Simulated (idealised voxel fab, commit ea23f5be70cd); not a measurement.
Name of the process module below: voxel released beams
Displayed cross-section: cut, width of 160 nm, square cells sized 5 nm.
The cross-sections in this document take the form of a grid made of square cells. They are written out as bands, in order from top to bottom. Each band consists of one or more rows of cells.
A band entry consists of two parts. The first gives the height of the band's top and the height of its bottom, in nm. The rest lists the band's materials from left to right, each with its width in nm. A single material labelled with the word "edge to edge" fills the band from edge to edge, and the word "empty" marks empty space.
Heights are measured from 0, the level below which the as-received wafer is all one material; the lowest band has no bottom and continues downward, written as in "0 down".
The expression "30->40" gives the width at the extremes of the band, the first number at its top row of cells and the second at its bottom row, with the width changing by equal amounts from each row to the next in between.
Basically "nothing different" means that step didn't change any cell in the cross-section.
"Unvented voids": empty spaces of 8 cells or more with no open way to the top, each given as width x height at distance, distance from the left edge, all in nm.
What comes after the settings on a step's line is commentary from the simulator itself on that step.
overlay nm: mask right of planned place by this much (step with mask). Neg. = left.
Layout of what follows: cross-section pairs, each bracketing one process step, the after cross-section shown only to the lowest band that changed, the step between and its settings noted under each pair. Pairs may originate in different runs of this module on the same starting wafer; a pair continues from the pair above only where its entry headed "Pre-step geometry" says so.
### Pre-step geometry
* 0 down = Si edge to edge
* Unvented voids: none
### Resulting Cross-Section
* 10 to 0 = Al2O3 edge to edge
* below 0: unchanged
* Unvented voids: none
It is this step that lies between the two cross-sections above: CONFORMAL_DEP with material Al2O3, thk nm 10
Pre-step geometry: identical to the post-step cross-section of the immediately preceding pair.
### Resulting Cross-Section
* 30 to 10 = SiO2 edge to edge
* below 10: unchanged
* Unvented voids: none
It is this step that lies between the two cross-sections above: DIRECTIONAL_DEP with material SiO2, thk nm 20
Pre-step geometry: identical to the post-step cross-section of the immediately preceding pair.
### Resulting Cross-Section
* 45 to 30 = 25 nm resist; 30 nm empty; 105 nm resist
* below 30: unchanged
* Unvented voids: none
It is this step that lies between the two cross-sections above: PATTERN with tone open, mask id ANCHOR, material resist, width nm 30, thk nm 15, overlay nm 0
Pre-step geometry: identical to the post-step cross-section of the immediately preceding pair.
### Resulting Cross-Section
* 45 to 30 = 25 nm resist; 30 nm empty; 105 nm resist
* 30 to 10 = 25 nm SiO2; 30 nm empty; 105 nm SiO2
* below 10: unchanged
* Unvented voids: none
It is this step that lies between the two cross-sections above: DIRECTIONAL_ETCH with etch materials SiO2, depth nm 20
Pre-step geometry: identical to the post-step cross-section of the immediately preceding pair.
### Resulting Cross-Section
* 30 to 10 = 25 nm SiO2; 30 nm empty; 105 nm SiO2
* below 10: unchanged
* Unvented voids: none
It is this step that lies between the two cross-sections above: STRIP with etch materials resist
Pre-step geometry: identical to the post-step cross-section of the immediately preceding pair.
### Resulting Cross-Section
* 40 to 30 = 35 nm SiN; 10 nm empty; 115 nm SiN
* 30 to 20 = 25 nm SiO2; 10 nm SiN; 10 nm empty; 10 nm SiN; 105 nm SiO2
* 20 to 10 = 25 nm SiO2; 30 nm SiN; 105 nm SiO2
* below 10: unchanged
* Unvented voids: none
It is this step that lies between the two cross-sections above: CONFORMAL_DEP with material SiN, thk nm 10
Pre-step geometry: identical to the post-step cross-section of the immediately preceding pair.
### Resulting Cross-Section
* 60 to 40 = 20 nm empty; 115 nm resist; 25 nm empty
* 40 to 30 = 35 nm SiN; 10 nm resist; 115 nm SiN
* 30 to 20 = 25 nm SiO2; 10 nm SiN; 10 nm resist; 10 nm SiN; 105 nm SiO2
* below 20: unchanged
* Unvented voids: none
It is this step that lies between the two cross-sections above: PATTERN with tone cover, mask id BEAM, material resist, width nm 115, thk nm 20, overlay nm 0
Pre-step geometry: identical to the post-step cross-section of the immediately preceding pair.
### Resulting Cross-Section
* 60 to 40 = 20 nm empty; 115 nm resist; 25 nm empty
* 40 to 30 = 20 nm empty; 15 nm SiN; 10 nm resist; 90 nm SiN; 25 nm empty
* below 30: unchanged
* Unvented voids: none
It is this step that lies between the two cross-sections above: DIRECTIONAL_ETCH with etch materials SiN, depth nm 10
Pre-step geometry: identical to the post-step cross-section of the immediately preceding pair.
### Resulting Cross-Section
* 40 to 30 = 20 nm empty; 15 nm SiN; 10 nm empty; 90 nm SiN; 25 nm empty
* 30 to 20 = 25 nm SiO2; 10 nm SiN; 10 nm empty; 10 nm SiN; 105 nm SiO2
* below 20: unchanged
* Unvented voids: none
It is this step that lies between the two cross-sections above: STRIP with etch materials resist
Pre-step geometry: identical to the post-step cross-section of the immediately preceding pair.
### Resulting Cross-Section
* 40 to 30 = 20 nm empty; 15 nm SiN; 10 nm empty; 90 nm SiN; 25 nm empty
* 30 to 20 = 25 nm empty; 10 nm SiN; 10 nm empty; 10 nm SiN; 105 nm empty
* 20 to 10 = 25 nm empty; 30 nm SiN; 105 nm empty
* below 10: unchanged
* Unvented voids: none
It is this step that lies between the two cross-sections above: STRIP with etch materials SiO2
### Pre-step geometry
* 0 down = Si edge to edge
* Unvented voids: none
### Resulting Cross-Section
* 20 to 0 = SiO2 edge to edge
* below 0: unchanged
* Unvented voids: none
It is this step that lies between the two cross-sections above: DIRECTIONAL_DEP with material SiO2, thk nm 20
Pre-step geometry: identical to the post-step cross-section of the immediately preceding pair.
### Resulting Cross-Section
* 35 to 20 = 25 nm resist; 30 nm empty; 105 nm resist
* below 20: unchanged
* Unvented voids: none
It is this step that lies between the two cross-sections above: PATTERN with tone open, mask id ANCHOR, material resist, width nm 30, thk nm 15, overlay nm 0
Pre-step geometry: identical to the post-step cross-section of the immediately preceding pair.
### Resulting Cross-Section
* 35 to 20 = 25 nm resist; 30 nm empty; 105 nm resist
* 20 to 0 = 25 nm SiO2; 30 nm empty; 105 nm SiO2
* below 0: unchanged
* Unvented voids: none
It is this step that lies between the two cross-sections above: DIRECTIONAL_ETCH with etch materials SiO2, depth nm 20
Pre-step geometry: identical to the post-step cross-section of the immediately preceding pair.
### Resulting Cross-Section
* 20 to 0 = 25 nm SiO2; 30 nm empty; 105 nm SiO2
* below 0: unchanged
* Unvented voids: none
It is this step that lies between the two cross-sections above: STRIP with etch materials resist
Pre-step geometry: identical to the post-step cross-section of the immediately preceding pair.
### Resulting Cross-Section
* 30 to 20 = 35 nm SiN; 10 nm empty; 115 nm SiN
* 20 to 10 = 25 nm SiO2; 10 nm SiN; 10 nm empty; 10 nm SiN; 105 nm SiO2
* 10 to 0 = 25 nm SiO2; 30 nm SiN; 105 nm SiO2
* below 0: unchanged
* Unvented voids: none
It is this step that lies between the two cross-sections above: CONFORMAL_DEP with material SiN, thk nm 10
Pre-step geometry: identical to the post-step cross-section of the immediately preceding pair.
### Resulting Cross-Section
* 50 to 30 = 20 nm empty; 115 nm resist; 25 nm empty
* 30 to 20 = 35 nm SiN; 10 nm resist; 115 nm SiN
* 20 to 10 = 25 nm SiO2; 10 nm SiN; 10 nm resist; 10 nm SiN; 105 nm SiO2
* below 10: unchanged
* Unvented voids: none
It is this step that lies between the two cross-sections above: PATTERN with tone cover, mask id BEAM, material resist, width nm 115, thk nm 20, overlay nm 0
Pre-step geometry: identical to the post-step cross-section of the immediately preceding pair.
### Resulting Cross-Section
* 50 to 30 = 20 nm empty; 115 nm resist; 25 nm empty
* 30 to 20 = 20 nm empty; 15 nm SiN; 10 nm resist; 90 nm SiN; 25 nm empty
* below 20: unchanged
* Unvented voids: none
It is this step that lies between the two cross-sections above: DIRECTIONAL_ETCH with etch materials SiN, depth nm 10
Pre-step geometry: identical to the post-step cross-section of the immediately preceding pair.
### Resulting Cross-Section
* 30 to 20 = 20 nm empty; 15 nm SiN; 10 nm empty; 90 nm SiN; 25 nm empty
* 20 to 10 = 25 nm SiO2; 10 nm SiN; 10 nm empty; 10 nm SiN; 105 nm SiO2
* below 10: unchanged
* Unvented voids: none
It is this step that lies between the two cross-sections above: STRIP with etch materials resist
Pre-step geometry: identical to the post-step cross-section of the immediately preceding pair.
### Resulting Cross-Section
* 30 to 20 = 20 nm empty; 15 nm SiN; 10 nm empty; 90 nm SiN; 25 nm empty
* 20 to 10 = 25 nm empty; 10 nm SiN; 10 nm empty; 10 nm SiN; 105 nm empty
* 10 to 0 = 25 nm empty; 30 nm SiN; 105 nm empty
* below 0: unchanged
* Unvented voids: none
It is this step that lies between the two cross-sections above: STRIP with etch materials SiO2
### Pre-step geometry
* 20 to 0 = SiO2 edge to edge
* 0 down = Si edge to edge
* Unvented voids: none
### Resulting Cross-Section
* 30 to 20 = Al2O3 edge to edge
* below 20: unchanged
* Unvented voids: none
It is this step that lies between the two cross-sections above: CONFORMAL_DEP with material Al2O3, thk nm 10
Pre-step geometry: identical to the post-step cross-section of the immediately preceding pair.
### Resulting Cross-Section
* 45 to 30 = 25 nm resist; 30 nm empty; 105 nm resist
* below 30: unchanged
* Unvented voids: none
It is this step that lies between the two cross-sections above: PATTERN with tone open, mask id ANCHOR, material resist, width nm 30, thk nm 15, overlay nm 0
Pre-step geometry: identical to the post-step cross-section of the immediately preceding pair.
### Resulting Cross-Section
* 30 to 20 = Al2O3 edge to edge
* below 20: unchanged
* Unvented voids: none
It is this step that lies between the two cross-sections above: STRIP with etch materials resist
Pre-step geometry: identical to the post-step cross-section of the immediately preceding pair.
### Resulting Cross-Section
* 40 to 30 = SiN edge to edge
* below 30: unchanged
* Unvented voids: none
It is this step that lies between the two cross-sections above: CONFORMAL_DEP with material SiN, thk nm 10
Pre-step geometry: identical to the post-step cross-section of the immediately preceding pair.
### Resulting Cross-Section
* 60 to 40 = 20 nm empty; 115 nm resist; 25 nm empty
* below 40: unchanged
* Unvented voids: none
It is this step that lies between the two cross-sections above: PATTERN with tone cover, mask id BEAM, material resist, width nm 115, thk nm 20, overlay nm 0
Pre-step geometry: identical to the post-step cross-section of the immediately preceding pair.
### Resulting Cross-Section
* 60 to 40 = 20 nm empty; 115 nm resist; 25 nm empty
* 40 to 30 = 20 nm empty; 115 nm SiN; 25 nm empty
* below 30: unchanged
* Unvented voids: none
It is this step that lies between the two cross-sections above: DIRECTIONAL_ETCH with etch materials SiN, depth nm 10
Pre-step geometry: identical to the post-step cross-section of the immediately preceding pair.
### Resulting Cross-Section
* 40 to 30 = 20 nm empty; 115 nm SiN; 25 nm empty
* below 30: unchanged
* Unvented voids: none
It is this step that lies between the two cross-sections above: STRIP with etch materials resist
### Pre-step geometry
* 60 to 40 = 20 nm empty; 115 nm resist; 25 nm empty
* 40 to 30 = 35 nm SiN; 10 nm resist; 115 nm SiN
* 30 to 20 = 25 nm SiO2; 10 nm SiN; 10 nm resist; 10 nm SiN; 105 nm SiO2
* 20 to 10 = 25 nm SiO2; 30 nm SiN; 105 nm SiO2
* 10 to 0 = Al2O3 edge to edge
* 0 down = Si edge to edge
* Unvented voids: none
### Resulting Cross-Section
* 60 to 40 = 20 nm empty; 115 nm resist; 25 nm empty
* 40 to 35 = 20 nm empty; 15 nm SiN; 10 nm resist; 90 nm SiN; 25 nm empty
* below 35: unchanged
* Unvented voids: none
It is this step that lies between the two cross-sections above: DIRECTIONAL_ETCH with etch materials SiN, depth nm 5
Pre-step geometry: identical to the post-step cross-section of the immediately preceding pair.
### Resulting Cross-Section
* 40 to 35 = 20 nm empty; 15 nm SiN; 10 nm empty; 90 nm SiN; 25 nm empty
* 35 to 30 = 35 nm SiN; 10 nm empty; 115 nm SiN
* 30 to 20 = 25 nm SiO2; 10 nm SiN; 10 nm empty; 10 nm SiN; 105 nm SiO2
* below 20: unchanged
* Unvented voids: none
It is this step that lies between the two cross-sections above: STRIP with etch materials resist
### Pre-step geometry
* 30 to 10 = SiO2 edge to edge
* 10 to 0 = Al2O3 edge to edge
* 0 down = Si edge to edge
* Unvented voids: none
### Resulting Cross-Section
* 45 to 30 = 30 nm resist; 20 nm empty; 110 nm resist
* below 30: unchanged
* Unvented voids: none
It is this step that lies between the two cross-sections above: PATTERN with tone open, mask id ANCHOR, material resist, width nm 20, thk nm 15, overlay nm 0
Pre-step geometry: identical to the post-step cross-section of the immediately preceding pair.
### Resulting Cross-Section
* 45 to 30 = 30 nm resist; 20 nm empty; 110 nm resist
* 30 to 10 = 30 nm SiO2; 20 nm empty; 110 nm SiO2
* below 10: unchanged
* Unvented voids: none
It is this step that lies between the two cross-sections above: DIRECTIONAL_ETCH with etch materials SiO2, depth nm 20
Pre-step geometry: identical to the post-step cross-section of the immediately preceding pair.
### Resulting Cross-Section
* 30 to 10 = 30 nm SiO2; 20 nm empty; 110 nm SiO2
* below 10: unchanged
* Unvented voids: none
It is this step that lies between the two cross-sections above: STRIP with etch materials resist
Pre-step geometry: identical to the post-step cross-section of the immediately preceding pair.
### Resulting Cross-Section
* 40 to 30 = SiN edge to edge
* 30 to 10 = 30 nm SiO2; 20 nm SiN; 110 nm SiO2
* below 10: unchanged
* Unvented voids: none
It is this step that lies between the two cross-sections above: CONFORMAL_DEP with material SiN, thk nm 10
Pre-step geometry: identical to the post-step cross-section of the immediately preceding pair.
### Resulting Cross-Section
* 60 to 40 = 20 nm empty; 115 nm resist; 25 nm empty
* below 40: unchanged
* Unvented voids: none
It is this step that lies between the two cross-sections above: PATTERN with tone cover, mask id BEAM, material resist, width nm 115, thk nm 20, overlay nm 0
Pre-step geometry: identical to the post-step cross-section of the immediately preceding pair.
### Resulting Cross-Section
* 60 to 40 = 20 nm empty; 115 nm resist; 25 nm empty
* 40 to 30 = 20 nm empty; 115 nm SiN; 25 nm empty
* below 30: unchanged
* Unvented voids: none
It is this step that lies between the two cross-sections above: DIRECTIONAL_ETCH with etch materials SiN, depth nm 10
Pre-step geometry: identical to the post-step cross-section of the immediately preceding pair.
### Resulting Cross-Section
* 40 to 30 = 20 nm empty; 115 nm SiN; 25 nm empty
* below 30: unchanged
* Unvented voids: none
It is this step that lies between the two cross-sections above: STRIP with etch materials resist
Pre-step geometry: identical to the post-step cross-section of the immediately preceding pair.
### Resulting Cross-Section
* 40 to 30 = 20 nm empty; 115 nm SiN; 25 nm empty
* 30 to 10 = 30 nm empty; 20 nm SiN; 110 nm empty
* below 10: unchanged
* Unvented voids: none
It is this step that lies between the two cross-sections above: STRIP with etch materials SiO2
### Pre-step geometry
* 30 to 10 = SiO2 edge to edge
* 10 to 0 = Al2O3 edge to edge
* 0 down = Si edge to edge
* Unvented voids: none
### Resulting Cross-Section
* 45 to 30 = 20 nm resist; 30 nm empty; 110 nm resist
* below 30: unchanged
* Unvented voids: none
It is this step that lies between the two cross-sections above: PATTERN with tone open, mask id ANCHOR, material resist, width nm 30, thk nm 15, overlay nm -5
Pre-step geometry: identical to the post-step cross-section of the immediately preceding pair.
### Resulting Cross-Section
* 45 to 30 = 20 nm resist; 30 nm empty; 110 nm resist
* 30 to 10 = 20 nm SiO2; 30 nm empty; 110 nm SiO2
* below 10: unchanged
* Unvented voids: none
It is this step that lies between the two cross-sections above: DIRECTIONAL_ETCH with etch materials SiO2, depth nm 20
Pre-step geometry: identical to the post-step cross-section of the immediately preceding pair.
### Resulting Cross-Section
* 30 to 10 = 20 nm SiO2; 30 nm empty; 110 nm SiO2
* below 10: unchanged
* Unvented voids: none
It is this step that lies between the two cross-sections above: STRIP with etch materials resist
Pre-step geometry: identical to the post-step cross-section of the immediately preceding pair.
### Resulting Cross-Section
* 40 to 30 = 30 nm SiN; 10 nm empty; 120 nm SiN
* 30 to 20 = 20 nm SiO2; 10 nm SiN; 10 nm empty; 10 nm SiN; 110 nm SiO2
* 20 to 10 = 20 nm SiO2; 30 nm SiN; 110 nm SiO2
* below 10: unchanged
* Unvented voids: none
It is this step that lies between the two cross-sections above: CONFORMAL_DEP with material SiN, thk nm 10
Pre-step geometry: identical to the post-step cross-section of the immediately preceding pair.
### Resulting Cross-Section
* 60 to 40 = 20 nm empty; 115 nm resist; 25 nm empty
* 40 to 30 = 30 nm SiN; 10 nm resist; 120 nm SiN
* 30 to 20 = 20 nm SiO2; 10 nm SiN; 10 nm resist; 10 nm SiN; 110 nm SiO2
* below 20: unchanged
* Unvented voids: none
It is this step that lies between the two cross-sections above: PATTERN with tone cover, mask id BEAM, material resist, width nm 115, thk nm 20, overlay nm 0
Pre-step geometry: identical to the post-step cross-section of the immediately preceding pair.
### Resulting Cross-Section
* 60 to 40 = 20 nm empty; 115 nm resist; 25 nm empty
* 40 to 30 = 20 nm empty; 10 nm SiN; 10 nm resist; 95 nm SiN; 25 nm empty
* below 30: unchanged
* Unvented voids: none
It is this step that lies between the two cross-sections above: DIRECTIONAL_ETCH with etch materials SiN, depth nm 10
Pre-step geometry: identical to the post-step cross-section of the immediately preceding pair.
### Resulting Cross-Section
* 40 to 30 = 20 nm empty; 10 nm SiN; 10 nm empty; 95 nm SiN; 25 nm empty
* 30 to 20 = 20 nm SiO2; 10 nm SiN; 10 nm empty; 10 nm SiN; 110 nm SiO2
* below 20: unchanged
* Unvented voids: none
It is this step that lies between the two cross-sections above: STRIP with etch materials resist
Pre-step geometry: identical to the post-step cross-section of the immediately preceding pair.
### Resulting Cross-Section
* 40 to 30 = 20 nm empty; 10 nm SiN; 10 nm empty; 95 nm SiN; 25 nm empty
* 30 to 20 = 20 nm empty; 10 nm SiN; 10 nm empty; 10 nm SiN; 110 nm empty
* 20 to 10 = 20 nm empty; 30 nm SiN; 110 nm empty
* below 10: unchanged
* Unvented voids: none
It is this step that lies between the two cross-sections above: STRIP with etch materials SiO2
### Pre-step geometry
* 40 to 30 = 20 nm empty; 15 nm SiN; 10 nm empty; 90 nm SiN; 25 nm empty
* 30 to 20 = 25 nm SiO2; 10 nm SiN; 10 nm empty; 10 nm SiN; 105 nm SiO2
* 20 to 10 = 25 nm SiO2; 30 nm SiN; 105 nm SiO2
* 10 to 0 = Al2O3 edge to edge
* 0 down = Si edge to edge
* Unvented voids: none
### Resulting Cross-Section
* 30 to 10 = 25 nm SiO2; 30 nm empty; 105 nm SiO2
* below 10: unchanged
* Unvented voids: none
It is this step that lies between the two cross-sections above: STRIP with etch materials SiN
### Pre-step geometry
* 30 to 10 = SiO2 edge to edge
* 10 to 0 = Al2O3 edge to edge
* 0 down = Si edge to edge
* Unvented voids: none
### Resulting Cross-Section
* 45 to 30 = 25 nm empty; 30 nm resist; 105 nm empty
* below 30: unchanged
* Unvented voids: none
It is this step that lies between the two cross-sections above: PATTERN with tone cover, mask id ANCHOR, material resist, width nm 30, thk nm 15, overlay nm 0
Pre-step geometry: identical to the post-step cross-section of the immediately preceding pair.
### Resulting Cross-Section
* 45 to 30 = 25 nm empty; 30 nm resist; 105 nm empty
* 30 to 10 = 25 nm empty; 30 nm SiO2; 105 nm empty
* below 10: unchanged
* Unvented voids: none
It is this step that lies between the two cross-sections above: DIRECTIONAL_ETCH with etch materials SiO2, depth nm 20
Pre-step geometry: identical to the post-step cross-section of the immediately preceding pair.
### Resulting Cross-Section
* 30 to 10 = 25 nm empty; 30 nm SiO2; 105 nm empty
* below 10: unchanged
* Unvented voids: none
It is this step that lies between the two cross-sections above: STRIP with etch materials resist
Pre-step geometry: identical to the post-step cross-section of the immediately preceding pair.
### Resulting Cross-Section
* 40 to 30 = 15 nm empty; 50 nm SiN; 95 nm empty
* 30 to 20 = 15 nm empty; 10 nm SiN; 30 nm SiO2; 10 nm SiN; 95 nm empty
* 20 to 10 = 25 nm SiN; 30 nm SiO2; 105 nm SiN
* below 10: unchanged
* Unvented voids: none
It is this step that lies between the two cross-sections above: CONFORMAL_DEP with material SiN, thk nm 10
Pre-step geometry: identical to the post-step cross-section of the immediately preceding pair.
### Resulting Cross-Section
* 60 to 40 = 20 nm empty; 115 nm resist; 25 nm empty
* 40 to 30 = 15 nm empty; 50 nm SiN; 70 nm resist; 25 nm empty
* 30 to 20 = 15 nm empty; 10 nm SiN; 30 nm SiO2; 10 nm SiN; 70 nm resist; 25 nm empty
* below 20: unchanged
* Unvented voids: none
It is this step that lies between the two cross-sections above: PATTERN with tone cover, mask id BEAM, material resist, width nm 115, thk nm 20, overlay nm 0
Pre-step geometry: identical to the post-step cross-section of the immediately preceding pair.
### Resulting Cross-Section
* 60 to 40 = 20 nm empty; 115 nm resist; 25 nm empty
* 40 to 30 = 20 nm empty; 45 nm SiN; 70 nm resist; 25 nm empty
* 30 to 20 = 15 nm empty; 10 nm SiN; 30 nm SiO2; 10 nm SiN; 70 nm resist; 25 nm empty
* 20 to 10 = 15 nm empty; 10 nm SiN; 30 nm SiO2; 80 nm SiN; 25 nm empty
* below 10: unchanged
* Unvented voids: none
It is this step that lies between the two cross-sections above: DIRECTIONAL_ETCH with etch materials SiN, depth nm 10
Pre-step geometry: identical to the post-step cross-section of the immediately preceding pair.
### Resulting Cross-Section
* 40 to 30 = 20 nm empty; 45 nm SiN; 95 nm empty
* 30 to 20 = 15 nm empty; 10 nm SiN; 30 nm SiO2; 10 nm SiN; 95 nm empty
* below 20: unchanged
* Unvented voids: none
It is this step that lies between the two cross-sections above: STRIP with etch materials resist
